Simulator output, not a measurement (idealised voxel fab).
This is a process module. Its name is voxel ribs on slabs.
The width of the displayed cross-section, cut, is 215 nm; its cells are square, with a size of 5 nm.
Notation: cross-section as square-cell grid; stated in bands, top first, going down; one or more cell rows per band. Band entry format. Leading values: height of top, height of bottom, nm. Remainder: materials in left-to-right order, each with its width in nm. Special words: "everywhere" on a single material, which then fills the band edge to edge; "air", empty space. Heights are reckoned from 0. Under this level, the received wafer is all of one material. The bottommost band is open-ended downward, for example "0 down". A width given as "30..40" starts at the first number in the band's top row and ends at the second number in its bottom row, shifting by an equal amount at every step from row to row. Step marked "remained unchanged"? Then no cell in the cross-section changed in it. Entry "Cavities, closed". Content: empty spaces with no open connection to the top, size 8 cells or greater. Each: width x height at distance. Distance: from left edge. Unit: nm. Heads up: the bit after the settings on a step's line is the simulator's remark on that step. Among the settings permitted on a step's line is "overlay nm"; applied to a step with a mask, it specifies the extent to which the mask lay to the right of its planned position, whereas a negative figure signifies a position to the left.
The process steps that were planned are listed below:
1: RECEIVE [material Si]
2: DIRECTIONAL_DEP [material SiO2] [thk nm 30]
3: DIRECTIONAL_DEP [material polySi] [thk nm 15]
4: PATTERN [tone cover] [mask id RIB] [material resist] [width nm 20] [thk nm 15] [overlay nm 0]
5: DIRECTIONAL_ETCH [etch materials polySi] [depth nm 10]
6: STRIP [etch materials resist]
7: DIRECTIONAL_DEP [material aC] [thk nm 10]
8: PATTERN [tone cover] [mask id SLAB] [material resist] [width nm 70] [thk nm 30] [overlay nm 0]
9: DIRECTIONAL_ETCH [etch materials aC] [depth nm 10]
10: STRIP [etch materials resist]
11: DIRECTIONAL_ETCH [etch materials polySi] [depth nm 5]
12: STRIP [etch materials aC]
13: FILL_DEP [material SiO2] [thk nm 20]
14: CMP [height nm 55]
15: DIRECTIONAL_DEP [material TiN] [thk nm 5]
16: DIRECTIONAL_DEP [material aC] [thk nm 10]
17: PATTERN [tone cover] [mask id HEATER] [material resist] [width nm 30] [thk nm 30] [overlay nm 0]
18: DIRECTIONAL_ETCH [etch materials aC] [depth nm 10]
19: STRIP [etch materials resist]
20: DIRECTIONAL_ETCH [etch materials TiN] [depth nm 5]
21: STRIP [etch materials aC]
22: CONFORMAL_DEP [material SiO2] [thk nm 5]
Cross-section of the wafer as it came to us, i.e., already through step 1:
  0 down: Si everywhere
  Cavities, closed: none
First of two wafers at the end of the module, shown in cross-section; run carried out as planned:
  65 to 60: 85 nm air, then 40 nm SiO2, then 90 nm air
  60 to 55: 90 nm SiO2, then 30 nm TiN, then 95 nm SiO2
  55 to 45: SiO2 everywhere
  45 to 35: 95 nm SiO2, then 20 nm polySi, then 100 nm SiO2
  35 to 30: 70 nm SiO2, then 70 nm polySi, then 75 nm SiO2
  30 to 0: SiO2 everywhere
  0 down: Si everywhere
  Cavities, closed: none
This cross-section belongs to the second wafer of two at the end of the module; the start and the plan were shared with the first, and the run included one mistake:
  65 to 60: 85 nm air, then 40 nm SiO2, then 90 nm air
  60 to 55: 90 nm SiO2, then 30 nm TiN, then 95 nm SiO2
  55 to 45: SiO2 everywhere
  45 to 35: 95 nm SiO2, then 20 nm polySi, then 100 nm SiO2
  35 to 30: 70 nm SiO2, then 70 nm polySi, then 75 nm SiO2
  30 to 0: polySi everywhere
  0 down: Si everywhere
  Cavities, closed: none
Deviation from plan: for step 2, the planned setting was not used; the step was instead run as DIRECTIONAL_DEP [material polySi] [thk nm 30]
The second wafer ends with more or fewer cells of some materials than the first, per final count: SiO2: 258 fewer, polySi: 258 more
